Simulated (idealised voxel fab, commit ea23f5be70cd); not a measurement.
Process module, titled voxel plated lines
We display cut, a cross-section 270 nm in width whose square cells are each 5 nm.
In what follows, cross-sections appear as grids of square cells, described through bands that run from the top down, where every band is one or more rows of cells. It is stipulated that each band's entry specify, in nanometres, the height of the top of the band and then that of its bottom, followed by the materials of the band in left-to-right sequence, each together with its width in nanometres. A single material marked by the word "throughout" is understood to fill the band from edge to edge; the word "empty" is understood to denote empty space. Ref level 0: as-received wafer is one material below here. Bottom band extends down with no lower bound ("0 -> down"). The two numbers in a width such as "30 to 40" mark its ends across the band: the first belongs to the top row of cells, the second to the bottom row, and from each row to the next the width moves by the same amount. "identical to before" -> step changed no cross-section cell. Voids not open to the top, 8 cells minimum: see "Cavities, closed". Written width x height at distance; distance is from the left edge; nm. That trailing text on a step's line, after the settings, is the simulator's own remark on the step. The optional step-line setting "overlay nm" applies to steps with a mask and quantifies how far to the right of its planned location the mask lay, a negative value indicating leftward placement. Each of the pairs that make up the rest of this document says: here is the cross-section before one process step, here is the cross-section after it, drawn only down to the lowest band that changed, and here, under the pair, is the step lying between them with its settings. Different pairs may come from different runs of this module on the same starting wafer, so a pair continues from the pair above it only where its entry headed "Before this step" says so.

BEFORE THIS STEP
0 -> down  Si throughout
Cavities, closed: none

POST-PROCESS SECTION
15 -> 0  SiO2 throughout
Under the height 0 nothing was changed.
Cavities, closed: none
The step carried out between the cross-section before it and the cross-section after it, both shown above, is CONFORMAL_DEP [material SiO2] [thk nm 15]

Before this step: check the pair just above; its after cross-section is our before state.

POST-PROCESS SECTION
20 -> 15  TiN throughout
Under the height 15 nothing was changed.
Cavities, closed: none
The step carried out between the cross-section before it and the cross-section after it, both shown above, is DIRECTIONAL_DEP [material TiN] [thk nm 5]

Before this step: check the pair just above; its after cross-section is our before state.

POST-PROCESS SECTION
35 -> 20  90 of resist / 15 of empty / 20 of resist / 15 of empty / 20 of resist / 15 of empty / 95 of resist
Under the height 20 nothing was changed.
Cavities, closed: none
The step carried out between the cross-section before it and the cross-section after it, both shown above, is PATTERN [tone open] [mask id LINES] [material resist] [width nm 15] [pitch nm 35] [thk nm 15] [overlay nm 0]

Before this step: check the pair just above; its after cross-section is our before state.

POST-PROCESS SECTION
35 -> 30  90 of resist / 15 of empty / 20 of resist / 15 of empty / 20 of resist / 15 of empty / 95 of resist
30 -> 20  90 of resist / 15 of Ru / 20 of resist / 15 of Ru / 20 of resist / 15 of Ru / 95 of resist
Under the height 20 nothing was changed.
Cavities, closed: none
The step carried out between the cross-section before it and the cross-section after it, both shown above, is EPI [material Ru] [thk nm 10]

Before this step: check the pair just above; its after cross-section is our before state.

POST-PROCESS SECTION
30 -> 20  90 of empty / 15 of Ru / 20 of empty / 15 of Ru / 20 of empty / 15 of Ru / 95 of empty
Under the height 20 nothing was changed.
Cavities, closed: none
The step carried out between the cross-section before it and the cross-section after it, both shown above, is STRIP [etch materials resist]

Before this step: check the pair just above; its after cross-section is our before state.

POST-PROCESS SECTION
30 -> 20  90 of empty / 15 of Ru / 20 of empty / 15 of Ru / 20 of empty / 15 of Ru / 95 of empty
20 -> 15  90 of empty / 15 of TiN / 20 of empty / 15 of TiN / 20 of empty / 15 of TiN / 95 of empty
Under the height 15 nothing was changed.
Cavities, closed: none
The step carried out between the cross-section before it and the cross-section after it, both shown above, is DIRECTIONAL_ETCH [etch materials TiN] [depth nm 5]

Before this step: check the pair just above; its after cross-section is our before state.

POST-PROCESS SECTION
40 -> 30  80 of empty / 105 of SiO2 / 85 of empty
30 -> 25  80 of empty / 10 of SiO2 / 15 of Ru / 20 of SiO2 / 15 of Ru / 20 of SiO2 / 15 of Ru / 10 of SiO2 / 85 of empty
25 -> 20  90 of SiO2 / 15 of Ru / 20 of SiO2 / 15 of Ru / 20 of SiO2 / 15 of Ru / 95 of SiO2
20 -> 15  90 of SiO2 / 15 of TiN / 20 of SiO2 / 15 of TiN / 20 of SiO2 / 15 of TiN / 95 of SiO2
Under the height 15 nothing was changed.
Cavities, closed: none
The step carried out between the cross-section before it and the cross-section after it, both shown above, is CONFORMAL_DEP [material SiO2] [thk nm 10]

BEFORE THIS STEP
15 -> 0  SiO2 throughout
0 -> down  Si throughout
Cavities, closed: none

POST-PROCESS SECTION
30 -> 0  SiO2 throughout
Under the height 0 nothing was changed.
Cavities, closed: none
The step carried out between the cross-section before it and the cross-section after it, both shown above, is CONFORMAL_DEP [material SiO2] [thk nm 15]

Before this step: check the pair just above; its after cross-section is our before state.

POST-PROCESS SECTION
35 -> 30  TiN throughout
Under the height 30 nothing was changed.
Cavities, closed: none
The step carried out between the cross-section before it and the cross-section after it, both shown above, is DIRECTIONAL_DEP [material TiN] [thk nm 5]

Before this step: check the pair just above; its after cross-section is our before state.

POST-PROCESS SECTION
50 -> 35  90 of resist / 15 of empty / 20 of resist / 15 of empty / 20 of resist / 15 of empty / 95 of resist
Under the height 35 nothing was changed.
Cavities, closed: none
The step carried out between the cross-section before it and the cross-section after it, both shown above, is PATTERN [tone open] [mask id LINES] [material resist] [width nm 15] [pitch nm 35] [thk nm 15] [overlay nm 0]

Before this step: check the pair just above; its after cross-section is our before state.

POST-PROCESS SECTION
50 -> 45  90 of resist / 15 of empty / 20 of resist / 15 of empty / 20 of resist / 15 of empty / 95 of resist
45 -> 35  90 of resist / 15 of Ru / 20 of resist / 15 of Ru / 20 of resist / 15 of Ru / 95 of resist
Under the height 35 nothing was changed.
Cavities, closed: none
The step carried out between the cross-section before it and the cross-section after it, both shown above, is EPI [material Ru] [thk nm 10]

Before this step: check the pair just above; its after cross-section is our before state.

POST-PROCESS SECTION
45 -> 35  90 of empty / 15 of Ru / 20 of empty / 15 of Ru / 20 of empty / 15 of Ru / 95 of empty
Under the height 35 nothing was changed.
Cavities, closed: none
The step carried out between the cross-section before it and the cross-section after it, both shown above, is STRIP [etch materials resist]

Before this step: check the pair just above; its after cross-section is our before state.

POST-PROCESS SECTION
45 -> 35  90 of empty / 15 of Ru / 20 of empty / 15 of Ru / 20 of empty / 15 of Ru / 95 of empty
35 -> 30  90 of empty / 15 of TiN / 20 of empty / 15 of TiN / 20 of empty / 15 of TiN / 95 of empty
Under the height 30 nothing was changed.
Cavities, closed: none
The step carried out between the cross-section before it and the cross-section after it, both shown above, is DIRECTIONAL_ETCH [etch materials TiN] [depth nm 5]

Before this step: check the pair just above; its after cross-section is our before state.

POST-PROCESS SECTION
55 -> 45  80 of empty / 105 of SiO2 / 85 of empty
45 -> 40  80 of empty / 10 of SiO2 / 15 of Ru / 20 of SiO2 / 15 of Ru / 20 of SiO2 / 15 of Ru / 10 of SiO2 / 85 of empty
40 -> 35  90 of SiO2 / 15 of Ru / 20 of SiO2 / 15 of Ru / 20 of SiO2 / 15 of Ru / 95 of SiO2
35 -> 30  90 of SiO2 / 15 of TiN / 20 of SiO2 / 15 of TiN / 20 of SiO2 / 15 of TiN / 95 of SiO2
Under the height 30 nothing was changed.
Cavities, closed: none
The step carried out between the cross-section before it and the cross-section after it, both shown above, is CONFORMAL_DEP [material SiO2] [thk nm 10]

BEFORE THIS STEP
0 -> down  Si throughout
Cavities, closed: none

POST-PROCESS SECTION
5 -> 0  TiN throughout
Under the height 0 nothing was changed.
Cavities, closed: none
The step carried out between the cross-section before it and the cross-section after it, both shown above, is DIRECTIONAL_DEP [material TiN] [thk nm 5]

Before this step: check the pair just above; its after cross-section is our before state.

POST-PROCESS SECTION
20 -> 5  SiO2 throughout
Under the height 5 nothing was changed.
Cavities, closed: none
The step carried out between the cross-section before it and the cross-section after it, both shown above, is CONFORMAL_DEP [material SiO2] [thk nm 15]

Before this step: check the pair just above; its after cross-section is our before state.

POST-PROCESS SECTION
35 -> 20  90 of resist / 15 of empty / 20 of resist / 15 of empty / 20 of resist / 15 of empty / 95 of resist
Under the height 20 nothing was changed.
Cavities, closed: none
The step carried out between the cross-section before it and the cross-section after it, both shown above, is PATTERN [tone open] [mask id LINES] [material resist] [width nm 15] [pitch nm 35] [thk nm 15] [overlay nm 0]

Before this step: check the pair just above; its after cross-section is our before state.

POST-PROCESS SECTION
20 -> 5  SiO2 throughout
Under the height 5 nothing was changed.
Cavities, closed: none
The step carried out between the cross-section before it and the cross-section after it, both shown above, is STRIP [etch materials resist]

Before this step: check the pair just above; its after cross-section is our before state.

POST-PROCESS SECTION
30 -> 5  SiO2 throughout
Under the height 5 nothing was changed.
Cavities, closed: none
The step carried out between the cross-section before it and the cross-section after it, both shown above, is CONFORMAL_DEP [material SiO2] [thk nm 10]

BEFORE THIS STEP
35 -> 20  90 of resist / 15 of empty / 20 of resist / 15 of empty / 20 of resist / 15 of empty / 95 of resist
20 -> 15  TiN throughout
15 -> 0  SiO2 throughout
0 -> down  Si throughout
Cavities, closed: none

POST-PROCESS SECTION
35 -> 25  90 of resist / 15 of empty / 20 of resist / 15 of empty / 20 of resist / 15 of empty / 95 of resist
25 -> 20  90 of resist / 15 of Ru / 20 of resist / 15 of Ru / 20 of resist / 15 of Ru / 95 of resist
Under the height 20 nothing was changed.
Cavities, closed: none
The step carried out between the cross-section before it and the cross-section after it, both shown above, is EPI [material Ru] [thk nm 5]

Before this step: check the pair just above; its after cross-section is our before state.

POST-PROCESS SECTION
25 -> 20  90 of empty / 15 of Ru / 20 of empty / 15 of Ru / 20 of empty / 15 of Ru / 95 of empty
Under the height 20 nothing was changed.
Cavities, closed: none
The step carried out between the cross-section before it and the cross-section after it, both shown above, is STRIP [etch materials resist]

Before this step: check the pair just above; its after cross-section is our before state.

POST-PROCESS SECTION
25 -> 20  90 of empty / 15 of Ru / 20 of empty / 15 of Ru / 20 of empty / 15 of Ru / 95 of empty
20 -> 15  90 of empty / 15 of TiN / 20 of empty / 15 of TiN / 20 of empty / 15 of TiN / 95 of empty
Under the height 15 nothing was changed.
Cavities, closed: none
The step carried out between the cross-section before it and the cross-section after it, both shown above, is DIRECTIONAL_ETCH [etch materials TiN] [depth nm 5]

Before this step: check the pair just above; its after cross-section is our before state.

POST-PROCESS SECTION
35 -> 25  80 of empty / 105 of SiO2 / 85 of empty
25 -> 20  90 of SiO2 / 15 of Ru / 20 of SiO2 / 15 of Ru / 20 of SiO2 / 15 of Ru / 95 of SiO2
20 -> 15  90 of SiO2 / 15 of TiN / 20 of SiO2 / 15 of TiN / 20 of SiO2 / 15 of TiN / 95 of SiO2
Under the height 15 nothing was changed.
Cavities, closed: none
The step carried out between the cross-section before it and the cross-section after it, both shown above, is CONFORMAL_DEP [material SiO2] [thk nm 10]

BEFORE THIS STEP
20 -> 15  TiN throughout
15 -> 0  SiO2 throughout
0 -> down  Si throughout
Cavities, closed: none

POST-PROCESS SECTION
35 -> 20  90 of resist / 20 of empty / 15 of resist / 20 of empty / 15 of resist / 20 of empty / 90 of resist
Under the height 20 nothing was changed.
Cavities, closed: none
The step carried out between the cross-section before it and the cross-section after it, both shown above, is PATTERN [tone open] [mask id LINES] [material resist] [width nm 20] [pitch nm 35] [thk nm 15] [overlay nm 0]

Before this step: check the pair just above; its after cross-section is our before state.

POST-PROCESS SECTION
35 -> 30  90 of resist / 20 of empty / 15 of resist / 20 of empty / 15 of resist / 20 of empty / 90 of resist
30 -> 20  90 of resist / 20 of Ru / 15 of resist / 20 of Ru / 15 of resist / 20 of Ru / 90 of resist
Under the height 20 nothing was changed.
Cavities, closed: none
The step carried out between the cross-section before it and the cross-section after it, both shown above, is EPI [material Ru] [thk nm 10]

Before this step: check the pair just above; its after cross-section is our before state.

POST-PROCESS SECTION
30 -> 20  90 of empty / 20 of Ru / 15 of empty / 20 of Ru / 15 of empty / 20 of Ru / 90 of empty
Under the height 20 nothing was changed.
Cavities, closed: none
The step carried out between the cross-section before it and the cross-section after it, both shown above, is STRIP [etch materials resist]

Before this step: check the pair just above; its after cross-section is our before state.

POST-PROCESS SECTION
30 -> 20  90 of empty / 20 of Ru / 15 of empty / 20 of Ru / 15 of empty / 20 of Ru / 90 of empty
20 -> 15  90 of empty / 20 of TiN / 15 of empty / 20 of TiN / 15 of empty / 20 of TiN / 90 of empty
Under the height 15 nothing was changed.
Cavities, closed: none
The step carried out between the cross-section before it and the cross-section after it, both shown above, is DIRECTIONAL_ETCH [etch materials TiN] [depth nm 5]

Before this step: check the pair just above; its after cross-section is our before state.

POST-PROCESS SECTION
40 -> 30  80 of empty / 110 of SiO2 / 80 of empty
30 -> 25  80 of empty / 10 of SiO2 / 20 of Ru / 15 of SiO2 / 20 of Ru / 15 of SiO2 / 20 of Ru / 10 of SiO2 / 80 of empty
25 -> 20  90 of SiO2 / 20 of Ru / 15 of SiO2 / 20 of Ru / 15 of SiO2 / 20 of Ru / 90 of SiO2
20 -> 15  90 of SiO2 / 20 of TiN / 15 of SiO2 / 20 of TiN / 15 of SiO2 / 20 of TiN / 90 of SiO2
Under the height 15 nothing was changed.
Cavities, closed: none
The step carried out between the cross-section before it and the cross-section after it, both shown above, is CONFORMAL_DEP [material SiO2] [thk nm 10]

BEFORE THIS STEP
20 -> 15  TiN throughout
15 -> 0  SiO2 throughout
0 -> down  Si throughout
Cavities, closed: none

POST-PROCESS SECTION
35 -> 20  80 of resist / 15 of empty / 20 of resist / 15 of empty / 20 of resist / 15 of empty / 105 of resist
Under the height 20 nothing was changed.
Cavities, closed: none
The step carried out between the cross-section before it and the cross-section after it, both shown above, is PATTERN [tone open] [mask id LINES] [material resist] [width nm 15] [pitch nm 35] [thk nm 15] [overlay nm -10]

Before this step: check the pair just above; its after cross-section is our before state.

POST-PROCESS SECTION
35 -> 30  80 of resist / 15 of empty / 20 of resist / 15 of empty / 20 of resist / 15 of empty / 105 of resist
30 -> 20  80 of resist / 15 of Ru / 20 of resist / 15 of Ru / 20 of resist / 15 of Ru / 105 of resist
Under the height 20 nothing was changed.
Cavities, closed: none
The step carried out between the cross-section before it and the cross-section after it, both shown above, is EPI [material Ru] [thk nm 10]

Before this step: check the pair just above; its after cross-section is our before state.

POST-PROCESS SECTION
30 -> 20  80 of empty / 15 of Ru / 20 of empty / 15 of Ru / 20 of empty / 15 of Ru / 105 of empty
Under the height 20 nothing was changed.
Cavities, closed: none
The step carried out between the cross-section before it and the cross-section after it, both shown above, is STRIP [etch materials resist]

Before this step: check the pair just above; its after cross-section is our before state.

POST-PROCESS SECTION
30 -> 20  80 of empty / 15 of Ru / 20 of empty / 15 of Ru / 20 of empty / 15 of Ru / 105 of empty
20 -> 15  80 of empty / 15 of TiN / 20 of empty / 15 of TiN / 20 of empty / 15 of TiN / 105 of empty
Under the height 15 nothing was changed.
Cavities, closed: none
The step carried out between the cross-section before it and the cross-section after it, both shown above, is DIRECTIONAL_ETCH [etch materials TiN] [depth nm 5]

Before this step: check the pair just above; its after cross-section is our before state.

POST-PROCESS SECTION
40 -> 30  70 of empty / 105 of SiO2 / 95 of empty
30 -> 25  70 of empty / 10 of SiO2 / 15 of Ru / 20 of SiO2 / 15 of Ru / 20 of SiO2 / 15 of Ru / 10 of SiO2 / 95 of empty
25 -> 20  80 of SiO2 / 15 of Ru / 20 of SiO2 / 15 of Ru / 20 of SiO2 / 15 of Ru / 105 of SiO2
20 -> 15  80 of SiO2 / 15 of TiN / 20 of SiO2 / 15 of TiN / 20 of SiO2 / 15 of TiN / 105 of SiO2
Under the height 15 nothing was changed.
Cavities, closed: none
The step carried out between the cross-section before it and the cross-section after it, both shown above, is CONFORMAL_DEP [material SiO2] [thk nm 10]

BEFORE THIS STEP
30 -> 20  90 of empty / 15 of Ru / 20 of empty / 15 of Ru / 20 of empty / 15 of Ru / 95 of empty
20 -> 15  TiN throughout
15 -> 0  SiO2 throughout
0 -> down  Si throughout
Cavities, closed: none

POST-PROCESS SECTION
25 -> 20  90 of empty / 15 of Ru / 20 of empty / 15 of Ru / 20 of empty / 15 of Ru / 95 of empty
Under the height 20 nothing was changed.
Cavities, closed: none
The step carried out between the cross-section before it and the cross-section after it, both shown above, is DIRECTIONAL_ETCH [etch materials Ru] [depth nm 5]

Before this step: check the pair just above; its after cross-section is our before state.

POST-PROCESS SECTION
35 -> 30  80 of empty / 105 of SiO2 / 85 of empty
30 -> 25  SiO2 throughout
25 -> 20  90 of SiO2 / 15 of Ru / 20 of SiO2 / 15 of Ru / 20 of SiO2 / 15 of Ru / 95 of SiO2
Under the height 20 nothing was changed.
Cavities, closed: none
The step carried out between the cross-section before it and the cross-section after it, both shown above, is CONFORMAL_DEP [material SiO2] [thk nm 10]

BEFORE THIS STEP
20 -> 15  TiN throughout
15 -> 0  SiO2 throughout
0 -> down  Si throughout
Cavities, closed: none

POST-PROCESS SECTION
35 -> 20  90 of empty / 15 of resist / 20 of empty / 15 of resist / 20 of empty / 15 of resist / 95 of empty
Under the height 20 nothing was changed.
Cavities, closed: none
The step carried out between the cross-section before it and the cross-section after it, both shown above, is PATTERN [tone cover] [mask id LINES] [material resist] [width nm 15] [pitch nm 35] [thk nm 15] [overlay nm 0]

Before this step: check the pair just above; its after cross-section is our before state.

POST-PROCESS SECTION
35 -> 30  90 of empty / 15 of resist / 20 of empty / 15 of resist / 20 of empty / 15 of resist / 95 of empty
30 -> 20  90 of Ru / 15 of resist / 20 of Ru / 15 of resist / 20 of Ru / 15 of resist / 95 of Ru
Under the height 20 nothing was changed.
Cavities, closed: none
The step carried out between the cross-section before it and the cross-section after it, both shown above, is EPI [material Ru] [thk nm 10]

Before this step: check the pair just above; its after cross-section is our before state.

POST-PROCESS SECTION
30 -> 20  90 of Ru / 15 of empty / 20 of Ru / 15 of empty / 20 of Ru / 15 of empty / 95 of Ru
Under the height 20 nothing was changed.
Cavities, closed: none
The step carried out between the cross-section before it and the cross-section after it, both shown above, is STRIP [etch materials resist]

Before this step: check the pair just above; its after cross-section is our before state.

POST-PROCESS SECTION
30 -> 20  90 of Ru / 15 of empty / 20 of Ru / 15 of empty / 20 of Ru / 15 of empty / 95 of Ru
20 -> 15  90 of TiN / 15 of empty / 20 of TiN / 15 of empty / 20 of TiN / 15 of empty / 95 of TiN
Under the height 15 nothing was changed.
Cavities, closed: none
The step carried out between the cross-section before it and the cross-section after it, both shown above, is DIRECTIONAL_ETCH [etch materials TiN] [depth nm 5]

Before this step: check the pair just above; its after cross-section is our before state.

POST-PROCESS SECTION
40 -> 30  SiO2 throughout
30 -> 20  90 of Ru / 15 of SiO2 / 20 of Ru / 15 of SiO2 / 20 of Ru / 15 of SiO2 / 95 of Ru
20 -> 15  90 of TiN / 15 of SiO2 / 20 of TiN / 15 of SiO2 / 20 of TiN / 15 of SiO2 / 95 of TiN
Under the height 15 nothing was changed.
Cavities, closed: none
The step carried out between the cross-section before it and the cross-section after it, both shown above, is CONFORMAL_DEP [material SiO2] [thk nm 10]
